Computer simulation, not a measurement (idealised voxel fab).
The name of this process module is voxel fin reveal.
cross-section cut | 185 nm wide | cells 5 nm
A cross-section in this document is a grid of square cells, and it is written down as bands, the top band listed before the ones below it; a band is made up of one or more rows of cells.
Band: top and bottom heights (nm) first, top before bottom; then materials from left to right, widths in nm. "edge to edge" marks a sole material filling the band edge to edge. "empty" denotes empty space.
Height 0 is the level under which the wafer as received is all one material. The lowest band goes on downwards, as in "0 and below".
Width "30 to 40": first value at the band's top row of cells, second value at its bottom row, equal change from row to row.
Step note "remained the same" = no cross-section cell changed.
For the entry "Enclosed void catalog", the listed items are empty spaces with no open way to the top whose size is 8 cells or more; each item follows the pattern width x height at distance, where distance is from the left edge and all three are in nm.
Where a step's line continues beyond its settings, the continuation is a remark by the simulator itself on that step.
overlay nm, on a step with a mask: how far to the right of its planned place the mask lay; to the left if negative
## Process steps (planned)
step 1: RECEIVE: material Si
step 2: CONFORMAL_DEP: material SiN, thk nm 5
step 3: PATTERN: tone cover, mask id FINS, material resist, width nm 15, pitch nm 40, thk nm 15, overlay nm 0
step 4: DIRECTIONAL_ETCH: etch materials SiN, depth nm 5
step 5: DIRECTIONAL_ETCH: etch materials Si, depth nm 40
step 6: STRIP: etch materials resist
step 7: OXIDIZE: depth nm 5
step 8: FILL_DEP: material SiO2, thk nm 5
step 9: CMP: height nm 5
step 10: SELECTIVE_ETCH: etch materials SiO2, depth nm 35
step 11: STRIP: etch materials SiN
## The first of the two wafers, which ran as planned
## Cross-section of the incoming wafer, state after step 1
  0 and below = Si edge to edge
  Enclosed void catalog: none
## Cross-section of the wafer subsequent to step 2
  5 down to 0 = SiN edge to edge
  Under the height 0 nothing was changed.
## Cross-section of the wafer subsequent to step 3
  20 down to 5 = 45 empty, 15 resist, 25 empty, 15 resist, 25 empty, 15 resist, 45 empty
  Under the height 5 nothing was changed.
## Cross-section of the wafer subsequent to step 4
  20 down to 5 = 45 empty, 15 resist, 25 empty, 15 resist, 25 empty, 15 resist, 45 empty
  5 down to 0 = 45 empty, 15 SiN, 25 empty, 15 SiN, 25 empty, 15 SiN, 45 empty
  Under the height 0 nothing was changed.
## Cross-section of the wafer subsequent to step 5
  20 down to 5 = 45 empty, 15 resist, 25 empty, 15 resist, 25 empty, 15 resist, 45 empty
  5 down to 0 = 45 empty, 15 SiN, 25 empty, 15 SiN, 25 empty, 15 SiN, 45 empty
  0 down to -40 = 45 empty, 15 Si, 25 empty, 15 Si, 25 empty, 15 Si, 45 empty
  Under the height -40 nothing was changed.
## Cross-section of the wafer subsequent to step 6
  5 down to 0 = 45 empty, 15 SiN, 25 empty, 15 SiN, 25 empty, 15 SiN, 45 empty
  Under the height 0 nothing was changed.
## Cross-section of the wafer subsequent to step 7
  5 down to 0 = 45 empty, 15 SiN, 25 empty, 15 SiN, 25 empty, 15 SiN, 45 empty
  0 down to -40 = 45 empty, 5 SiO2, 5 Si, 5 SiO2, 25 empty, 5 SiO2, 5 Si, 5 SiO2, 25 empty, 5 SiO2, 5 Si, 5 SiO2, 45 empty
  -40 down to -45 = 50 SiO2, 5 Si, 35 SiO2, 5 Si, 35 SiO2, 5 Si, 50 SiO2
  Under the height -45 nothing was changed.
## Cross-section of the wafer subsequent to step 8
  10 down to 5 = SiO2 edge to edge
  5 down to 0 = 45 SiO2, 15 SiN, 25 SiO2, 15 SiN, 25 SiO2, 15 SiN, 45 SiO2
  0 down to -45 = 50 SiO2, 5 Si, 35 SiO2, 5 Si, 35 SiO2, 5 Si, 50 SiO2
  Under the height -45 nothing was changed.
## Cross-section of the wafer subsequent to step 9
  5 down to 0 = 45 SiO2, 15 SiN, 25 SiO2, 15 SiN, 25 SiO2, 15 SiN, 45 SiO2
  Under the height 0 nothing was changed.
## Cross-section of the wafer subsequent to step 10
  5 down to 0 = 45 empty, 15 SiN, 25 empty, 15 SiN, 25 empty, 15 SiN, 45 empty
  0 down to -30 = 50 empty, 5 Si, 35 empty, 5 Si, 35 empty, 5 Si, 50 empty
  Under the height -30 nothing was changed.
## Cross-section of the wafer subsequent to step 11
  0 down to -30 = 50 empty, 5 Si, 35 empty, 5 Si, 35 empty, 5 Si, 50 empty
  Under the height -30 nothing was changed.
## The second wafer was prepared from the same starting point and under the same plan as the first; its processing contained one mistake, and it remains indistinguishable from the first wafer up to and including step 2
## Second wafer profile in section, at the moment step 3 of the plan was meant to be complete
  20 down to 5 = 40 empty, 15 resist, 25 empty, 15 resist, 25 empty, 15 resist, 50 empty
  Under the height 5 nothing was changed.
## Second wafer profile in section, at the moment step 4 of the plan was meant to be complete
  20 down to 5 = 40 empty, 15 resist, 25 empty, 15 resist, 25 empty, 15 resist, 50 empty
  5 down to 0 = 40 empty, 15 SiN, 25 empty, 15 SiN, 25 empty, 15 SiN, 50 empty
  Under the height 0 nothing was changed.
## Second wafer profile in section, at the moment step 5 of the plan was meant to be complete
  20 down to 5 = 40 empty, 15 resist, 25 empty, 15 resist, 25 empty, 15 resist, 50 empty
  5 down to 0 = 40 empty, 15 SiN, 25 empty, 15 SiN, 25 empty, 15 SiN, 50 empty
  0 down to -40 = 40 empty, 15 Si, 25 empty, 15 Si, 25 empty, 15 Si, 50 empty
  Under the height -40 nothing was changed.
## Second wafer profile in section, at the moment step 6 of the plan was meant to be complete
  5 down to 0 = 40 empty, 15 SiN, 25 empty, 15 SiN, 25 empty, 15 SiN, 50 empty
  Under the height 0 nothing was changed.
## Second wafer profile in section, at the moment step 7 of the plan was meant to be complete
  5 down to 0 = 40 empty, 15 SiN, 25 empty, 15 SiN, 25 empty, 15 SiN, 50 empty
  0 down to -40 = 40 empty, 5 SiO2, 5 Si, 5 SiO2, 25 empty, 5 SiO2, 5 Si, 5 SiO2, 25 empty, 5 SiO2, 5 Si, 5 SiO2, 50 empty
  -40 down to -45 = 45 SiO2, 5 Si, 35 SiO2, 5 Si, 35 SiO2, 5 Si, 55 SiO2
  Under the height -45 nothing was changed.
## Second wafer profile in section, at the moment step 8 of the plan was meant to be complete
  10 down to 5 = SiO2 edge to edge
  5 down to 0 = 40 SiO2, 15 SiN, 25 SiO2, 15 SiN, 25 SiO2, 15 SiN, 50 SiO2
  0 down to -45 = 45 SiO2, 5 Si, 35 SiO2, 5 Si, 35 SiO2, 5 Si, 55 SiO2
  Under the height -45 nothing was changed.
## Second wafer profile in section, at the moment step 9 of the plan was meant to be complete
  5 down to 0 = 40 SiO2, 15 SiN, 25 SiO2, 15 SiN, 25 SiO2, 15 SiN, 50 SiO2
  Under the height 0 nothing was changed.
## Second wafer profile in section, at the moment step 10 of the plan was meant to be complete
  5 down to 0 = 40 empty, 15 SiN, 25 empty, 15 SiN, 25 empty, 15 SiN, 50 empty
  0 down to -30 = 45 empty, 5 Si, 35 empty, 5 Si, 35 empty, 5 Si, 55 empty
  Under the height -30 nothing was changed.
## Second wafer profile in section, at the moment step 11 of the plan was meant to be complete
  0 down to -30 = 45 empty, 5 Si, 35 empty, 5 Si, 35 empty, 5 Si, 55 empty
  Under the height -30 nothing was changed.
Here's what went sideways: heads up, step 3 didn't go per plan, it actually ran as PATTERN: tone cover, mask id FINS, material resist, width nm 15, pitch nm 40, thk nm 15, overlay nm -5
Both wafers, final: cells per material equal; arrangement not.
